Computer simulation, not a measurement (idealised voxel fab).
voxel self aligned contacts: a process module
Section shown: cut. Width: 300 nm. Cell size: 5 nm, square.
In this document a cross-section is written as a grid of square cells. It is given as a series of bands, listed from the top down, and a band is one or more rows of cells. It is stipulated that each band's entry specify, in nanometres, the height of the top of the band and then that of its bottom, followed by the materials of the band in left-to-right sequence, each together with its width in nanometres. A single material marked by the word "everywhere" is understood to fill the band from edge to edge; the word "empty" is understood to denote empty space. All heights in this document are referenced to 0, defined as the level beneath which the wafer, as received, consists entirely of one material. The lowest band is not bounded below; it extends indefinitely downward and is written in the form "z 0 and below". The width entry "30..40" should be interpreted row by row: the top row of cells in the band takes the first number, the bottom row takes the second number, and the change between adjacent rows is uniform throughout. What does "stayed the same" mean for a step? It means no cell of the cross-section changed in that step. Empty spaces without an open route to the top, at least 8 cells in extent, make up the entry "Enclosed cavity list"; each is given as width x height at distance, where the distance is measured from the left edge, and all are in nm. after a step's settings: what the simulator itself notes on the step. What "overlay nm" on a step's line means: if the step has a mask, that mask lay this far to the right of its planned place, or, when the value is negative, to the left.
Here's what the planned process steps look like
| 1 | RECEIVE | material Si |
| 2 | CONFORMAL_DEP | material SiO2 | thk nm 5 |
| 3 | DIRECTIONAL_DEP | material polySi | thk nm 20 |
| 4 | DIRECTIONAL_DEP | material SiN | thk nm 15 |
| 5 | PATTERN | tone cover | mask id GATE | material resist | width nm 25 | pitch nm 60 | thk nm 15 | overlay nm 0 |
| 6 | DIRECTIONAL_ETCH | etch materials SiN | depth nm 15 |
| 7 | DIRECTIONAL_ETCH | etch materials polySi | depth nm 20 |
| 8 | STRIP | etch materials resist |
| 9 | CONFORMAL_DEP | material SiN | thk nm 5 |
| 10 | DIRECTIONAL_ETCH | etch materials SiN | depth nm 5 |
| 11 | FILL_DEP | material SiO2 | thk nm 15 |
| 12 | CMP | height nm 50 |
| 13 | PATTERN | tone open | mask id CONTACT | material resist | width nm 45 | pitch nm 60 | thk nm 15 | overlay nm 0 |
| 14 | DIRECTIONAL_ETCH | etch materials SiO2 | depth nm 50 |
| 15 | STRIP | etch materials resist |
| 16 | CONFORMAL_DEP | material TiN | thk nm 5 |
| 17 | FILL_DEP | material W | thk nm 10 |
| 18 | CMP | height nm 50 |
| 19 | CONFORMAL_DEP | material SiCN | thk nm 5 |
This is the cross-section of the wafer as we received it, i.e. after step 1
  z 0 and below: Si everywhere
  Enclosed cavity list: none
Wafer cross-section at module end: first of two, run to plan
  z 55 to 50: SiCN everywhere
  z 50 to 40: SiO2: 95, TiN: 5..15, W: 35..15, TiN: 5..15, SiO2: 15, TiN: 5..15, W: 35..15, TiN: 5..15, SiO2: 100
  z 40 to 25: SiO2: 70, SiN: 35, TiN: 5, W: 15, TiN: 5, SiN: 35, TiN: 5, W: 15, TiN: 5, SiN: 35, SiO2: 75
  z 25 to 5: SiO2: 70, SiN: 5, polySi: 25, SiN: 5, TiN: 5, W: 15, TiN: 5, SiN: 5, polySi: 25, SiN: 5, TiN: 5, W: 15, TiN: 5, SiN: 5, polySi: 25, SiN: 5, SiO2: 75
  z 5 to 0: SiO2: 105, TiN: 25, SiO2: 35, TiN: 25, SiO2: 110
  z 0 and below: Si everywhere
  Enclosed cavity list: none
End-of-module cross-section of the second wafer: identical starting point and process plan to the first, with one processing mistake
  z 55 to 50: SiCN everywhere
  z 50 to 40: SiO2: 95, TiN: 5..15, W: 35..15, TiN: 5..15, SiO2: 15, TiN: 5..15, W: 35..15, TiN: 5..15, SiO2: 100
  z 40 to 25: SiO2: 70, SiN: 5, polySi: 25, SiN: 5, TiN: 5, W: 15, TiN: 5, SiN: 5, polySi: 25, SiN: 5, TiN: 5, W: 15, TiN: 5, SiN: 5, polySi: 25, SiN: 5, SiO2: 75
  z 25 to 20: SiO2: 70, SiN: 5, polySi: 25, SiN: 5, TiN: 25, SiN: 5, polySi: 25, SiN: 5, TiN: 25, SiN: 5, polySi: 25, SiN: 5, SiO2: 75
  z 20 to 5: SiN everywhere
  z 5 to 0: SiO2 everywhere
  z 0 and below: Si everywhere
  Enclosed cavity list: none
The mistake made against the process plan was this: steps 3 and 4 of the plan were each performed in the slot designated for the other
Wrapping up, a cell-based count of both wafers puts the second over or under the first for these materials: SiN: 117 more, SiO2: 77 fewer, TiN: 16 fewer, W: 24 fewer
